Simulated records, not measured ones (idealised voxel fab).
You're looking at the process module voxel capacitor over wiring.
For reference, the cross-section in this document is cut, with width 140 nm and square cells of 5 nm.
Square cells in a grid make up a cross-section in this document, and the grid is given as bands, listed from the top down, each one or more rows of cells.
A band entry consists of two parts. The first gives the height of the band's top and the height of its bottom, in nm. The rest lists the band's materials from left to right, each with its width in nm. A single material labelled with the word "full width" fills the band from edge to edge, and the word "blank" marks empty space.
Height is counted from the level 0, under which the received wafer is composed throughout of one material. The lowest of the bands is not closed at the bottom but continues downward, in the notation "0 nm and below".
It should be noted that a width expressed as "30..40" varies in equal increments from row to row of cells within the band, taking the value of the first number at the top row and that of the second number at the bottom row.
A step reported as "changes: none" is a step in which no cell of the cross-section changed.
The label "closed voids" introduces a list of the empty spaces, 8 cells or larger, that have no open way up to the top; each entry in it reads width x height at distance, where the distance is taken from the left edge and all three are stated in nm.
It should be noted that, on the line of a given step, the content following the step's settings is a remark produced by the simulator itself with respect to that step.
If you see "overlay nm" on a step's line and that step has a mask, it's telling you how far right of where it was planned the mask ended up; a negative number means it went left instead.
The steps planned for the process are as follows
step 1: RECEIVE, material Si
step 2: CONFORMAL_DEP, material SiO2, thk nm 15
step 3: DIRECTIONAL_DEP, material TiN, thk nm 5
step 4: DIRECTIONAL_DEP, material Ru, thk nm 15
step 5: PATTERN, tone cover, mask id METAL_1, material resist, width nm 25, pitch nm 85, thk nm 15, overlay nm 0
step 6: DIRECTIONAL_ETCH, etch materials Ru, depth nm 15
step 7: DIRECTIONAL_ETCH, etch materials TiN, depth nm 5
step 8: STRIP, etch materials resist
step 9: FILL_DEP, material lowk, thk nm 10
step 10: CMP, height nm 35
step 11: CONFORMAL_DEP, material SiCN, thk nm 5
step 12: DIRECTIONAL_DEP, material lowk, thk nm 20
step 13: PATTERN, tone open, mask id PLUG_1, material resist, width nm 15, thk nm 15, overlay nm 0
step 14: DIRECTIONAL_ETCH, etch materials lowk, depth nm 20
step 15: DIRECTIONAL_ETCH, etch materials SiCN, depth nm 5
step 16: STRIP, etch materials resist
step 17: EPI, material Ru, thk nm 10
step 18: EPI, material Ru, thk nm 10
step 19: EPI, material Ru, thk nm 5
step 20: DIRECTIONAL_DEP, material TiN, thk nm 10
step 21: DIRECTIONAL_DEP, material SiN, thk nm 5
step 22: DIRECTIONAL_DEP, material TiN, thk nm 5
step 23: MASKED_ETCH, tone cover, mask id UPPER_PLATE, width nm 65, etch materials TiN, depth nm 5, overlay nm 0
step 24: MASKED_ETCH, tone cover, mask id UPPER_PLATE, width nm 65, etch materials SiN, depth nm 5, overlay nm 0
step 25: MASKED_ETCH, tone cover, mask id LOWER_PLATE, width nm 75, etch materials TiN, depth nm 10, overlay nm 0
step 26: FILL_DEP, material SiO2, thk nm 15
step 27: CMP, height nm 90
step 28: MASKED_ETCH, tone open, mask id PLUG_2, width nm 15, etch materials SiO2, depth nm 10, overlay nm 0
step 29: CONFORMAL_DEP, material TiN, thk nm 5
step 30: FILL_DEP, material Ru, thk nm 10
step 31: CMP, height nm 90
step 32: CONFORMAL_DEP, material SiCN, thk nm 5
First out of two wafers; run went to plan
Here's what the wafer looked like in cross-section when it arrived - that's after step 1
- 0 nm and below = Si full width
- closed voids: none
You're looking at a cross-section of the wafer after step 2
- 15 nm to 0 nm = SiO2 full width
- Below 0, no change.
You're looking at a cross-section of the wafer after step 3
- 20 nm to 15 nm = TiN full width
- Below 15, no change.
You're looking at a cross-section of the wafer after step 4
- 35 nm to 20 nm = Ru full width
- Below 20, no change.
You're looking at a cross-section of the wafer after step 5
- 50 nm to 35 nm = 15 of blank  25 of resist  60 of blank  25 of resist  15 of blank
- Below 35, no change.
You're looking at a cross-section of the wafer after step 6
- 50 nm to 35 nm = 15 of blank  25 of resist  60 of blank  25 of resist  15 of blank
- 35 nm to 20 nm = 15 of blank  25 of Ru  60 of blank  25 of Ru  15 of blank
- Below 20, no change.
You're looking at a cross-section of the wafer after step 7
- 50 nm to 35 nm = 15 of blank  25 of resist  60 of blank  25 of resist  15 of blank
- 35 nm to 20 nm = 15 of blank  25 of Ru  60 of blank  25 of Ru  15 of blank
- 20 nm to 15 nm = 15 of blank  25 of TiN  60 of blank  25 of TiN  15 of blank
- Below 15, no change.
You're looking at a cross-section of the wafer after step 8
- 35 nm to 20 nm = 15 of blank  25 of Ru  60 of blank  25 of Ru  15 of blank
- Below 20, no change.
You're looking at a cross-section of the wafer after step 9
- 45 nm to 35 nm = lowk full width
- 35 nm to 20 nm = 15 of lowk  25 of Ru  60 of lowk  25 of Ru  15 of lowk
- 20 nm to 15 nm = 15 of lowk  25 of TiN  60 of lowk  25 of TiN  15 of lowk
- Below 15, no change.
You're looking at a cross-section of the wafer after step 10
- 35 nm to 20 nm = 15 of lowk  25 of Ru  60 of lowk  25 of Ru  15 of lowk
- Below 20, no change.
You're looking at a cross-section of the wafer after step 11
- 40 nm to 35 nm = SiCN full width
- Below 35, no change.
You're looking at a cross-section of the wafer after step 12
- 60 nm to 40 nm = lowk full width
- Below 40, no change.
You're looking at a cross-section of the wafer after step 13
- 75 nm to 60 nm = 25 of resist  15 of blank  100 of resist
- Below 60, no change.
You're looking at a cross-section of the wafer after step 14
- 75 nm to 60 nm = 25 of resist  15 of blank  100 of resist
- 60 nm to 40 nm = 25 of lowk  15 of blank  100 of lowk
- Below 40, no change.
You're looking at a cross-section of the wafer after step 15
- 75 nm to 60 nm = 25 of resist  15 of blank  100 of resist
- 60 nm to 40 nm = 25 of lowk  15 of blank  100 of lowk
- 40 nm to 35 nm = 25 of SiCN  15 of blank  100 of SiCN
- Below 35, no change.
You're looking at a cross-section of the wafer after step 16
- 60 nm to 40 nm = 25 of lowk  15 of blank  100 of lowk
- Below 40, no change.
You're looking at a cross-section of the wafer after step 17
- 60 nm to 45 nm = 25 of lowk  15 of blank  100 of lowk
- 45 nm to 40 nm = 25 of lowk  15 of Ru  100 of lowk
- 40 nm to 35 nm = 25 of SiCN  15 of Ru  100 of SiCN
- Below 35, no change.
You're looking at a cross-section of the wafer after step 18
- 60 nm to 55 nm = 25 of lowk  15 of blank  100 of lowk
- 55 nm to 40 nm = 25 of lowk  15 of Ru  100 of lowk
- Below 40, no change.
You're looking at a cross-section of the wafer after step 19
- 60 nm to 40 nm = 25 of lowk  15 of Ru  100 of lowk
- Below 40, no change.
You're looking at a cross-section of the wafer after step 20
- 70 nm to 60 nm = TiN full width
- Below 60, no change.
You're looking at a cross-section of the wafer after step 21
- 75 nm to 70 nm = SiN full width
- Below 70, no change.
You're looking at a cross-section of the wafer after step 22
- 80 nm to 75 nm = TiN full width
- Below 75, no change.
You're looking at a cross-section of the wafer after step 23
- 80 nm to 75 nm = 25 of blank  65 of TiN  50 of blank
- Below 75, no change.
You're looking at a cross-section of the wafer after step 24
- 80 nm to 75 nm = 25 of blank  65 of TiN  50 of blank
- 75 nm to 70 nm = 25 of blank  65 of SiN  50 of blank
- Below 70, no change.
You're looking at a cross-section of the wafer after step 25
- 80 nm to 75 nm = 25 of blank  65 of TiN  50 of blank
- 75 nm to 70 nm = 25 of blank  65 of SiN  50 of blank
- 70 nm to 60 nm = 20 of blank  75 of TiN  45 of blank
- Below 60, no change.
You're looking at a cross-section of the wafer after step 26
- 95 nm to 80 nm = SiO2 full width
- 80 nm to 75 nm = 25 of SiO2  65 of TiN  50 of SiO2
- 75 nm to 70 nm = 25 of SiO2  65 of SiN  50 of SiO2
- 70 nm to 60 nm = 20 of SiO2  75 of TiN  45 of SiO2
- Below 60, no change.
You're looking at a cross-section of the wafer after step 27
- 90 nm to 80 nm = SiO2 full width
- Below 80, no change.
You're looking at a cross-section of the wafer after step 28
- 90 nm to 80 nm = 35 of SiO2  15 of blank  90 of SiO2
- Below 80, no change.
You're looking at a cross-section of the wafer after step 29
- 95 nm to 90 nm = 40 of TiN  5 of blank  95 of TiN
- 90 nm to 85 nm = 35 of SiO2  5 of TiN  5 of blank  5 of TiN  90 of SiO2
- 85 nm to 75 nm = 35..25 of SiO2  15..65 of TiN  90..50 of SiO2
- Below 75, no change.
You're looking at a cross-section of the wafer after step 30
- 105 nm to 95 nm = Ru full width
- 95 nm to 90 nm = 40 of TiN  5 of Ru  95 of TiN
- 90 nm to 85 nm = 35 of SiO2  5 of TiN  5 of Ru  5 of TiN  90 of SiO2
- Below 85, no change.
You're looking at a cross-section of the wafer after step 31
- 90 nm to 85 nm = 35 of SiO2  5 of TiN  5 of Ru  5 of TiN  90 of SiO2
- Below 85, no change.
You're looking at a cross-section of the wafer after step 32
- 95 nm to 90 nm = SiCN full width
- Below 90, no change.
Notes, second wafer: start = first wafer's, plan = first wafer's, execution had one mistake; history identical to first through step 16
Cross-sectional view of the second wafer at the intended end time of process step 18
- 60 nm to 45 nm = 25 of lowk  15 of blank  100 of lowk
- 45 nm to 40 nm = 25 of lowk  15 of Ru  100 of lowk
- 40 nm to 35 nm = 25 of SiCN  15 of Ru  100 of SiCN
- Below 35, no change.
Cross-sectional view of the second wafer at the intended end time of process step 19
- 60 nm to 50 nm = 25 of lowk  15 of blank  100 of lowk
- 50 nm to 40 nm = 25 of lowk  15 of Ru  100 of lowk
- Below 40, no change.
Cross-sectional view of the second wafer at the intended end time of process step 20
- 70 nm to 60 nm = 25 of TiN  15 of blank  100 of TiN
- 60 nm to 50 nm = 25 of lowk  15 of TiN  100 of lowk
- Below 50, no change.
Cross-sectional view of the second wafer at the intended end time of process step 21
- 75 nm to 70 nm = 25 of SiN  15 of blank  100 of SiN
- 70 nm to 65 nm = 25 of TiN  15 of blank  100 of TiN
- 65 nm to 60 nm = 25 of TiN  15 of SiN  100 of TiN
- Below 60, no change.
Cross-sectional view of the second wafer at the intended end time of process step 22
- 80 nm to 75 nm = 25 of TiN  15 of blank  100 of TiN
- 75 nm to 70 nm = 25 of SiN  15 of blank  100 of SiN
- 70 nm to 65 nm = TiN full width
- Below 65, no change.
Cross-sectional view of the second wafer at the intended end time of process step 23
- 80 nm to 75 nm = 40 of blank  50 of TiN  50 of blank
- Below 75, no change.
Cross-sectional view of the second wafer at the intended end time of process step 24
- 80 nm to 75 nm = 40 of blank  50 of TiN  50 of blank
- 75 nm to 70 nm = 40 of blank  50 of SiN  50 of blank
- Below 70, no change.
Cross-sectional view of the second wafer at the intended end time of process step 25
- 80 nm to 75 nm = 40 of blank  50 of TiN  50 of blank
- 75 nm to 70 nm = 40 of blank  50 of SiN  50 of blank
- 70 nm to 65 nm = 20 of blank  75 of TiN  45 of blank
- 65 nm to 60 nm = 20 of blank  5 of TiN  15 of SiN  55 of TiN  45 of blank
- Below 60, no change.
Cross-sectional view of the second wafer at the intended end time of process step 26
- 95 nm to 80 nm = SiO2 full width
- 80 nm to 75 nm = 40 of SiO2  50 of TiN  50 of SiO2
- 75 nm to 70 nm = 40 of SiO2  50 of SiN  50 of SiO2
- 70 nm to 65 nm = 20 of SiO2  75 of TiN  45 of SiO2
- 65 nm to 60 nm = 20 of SiO2  5 of TiN  15 of SiN  55 of TiN  45 of SiO2
- Below 60, no change.
Cross-sectional view of the second wafer at the intended end time of process step 27
- 90 nm to 80 nm = SiO2 full width
- Below 80, no change.
Cross-sectional view of the second wafer at the intended end time of process step 28
- 90 nm to 80 nm = 35 of SiO2  15 of blank  90 of SiO2
- Below 80, no change.
Cross-sectional view of the second wafer at the intended end time of process step 29
- 95 nm to 90 nm = 40 of TiN  5 of blank  95 of TiN
- 90 nm to 85 nm = 35 of SiO2  5 of TiN  5 of blank  5 of TiN  90 of SiO2
- 85 nm to 75 nm = 35..40 of SiO2  15..50 of TiN  90..50 of SiO2
- Below 75, no change.
Cross-sectional view of the second wafer at the intended end time of process step 30
- 105 nm to 95 nm = Ru full width
- 95 nm to 90 nm = 40 of TiN  5 of Ru  95 of TiN
- 90 nm to 85 nm = 35 of SiO2  5 of TiN  5 of Ru  5 of TiN  90 of SiO2
- Below 85, no change.
Cross-sectional view of the second wafer at the intended end time of process step 31
- 90 nm to 85 nm = 35 of SiO2  5 of TiN  5 of Ru  5 of TiN  90 of SiO2
- Below 85, no change.
Cross-sectional view of the second wafer at the intended end time of process step 32
- 95 nm to 90 nm = SiCN full width
- Below 90, no change.
Which mistake was made when the wafer was run? the omission of one of the mutually identical steps 17 and 18 has occurred, the particular step concerned being indeterminable
End check, counted in cells, second wafer has more or fewer of these materials than the first: 6 fewer of Ru | 6 more of SiO2
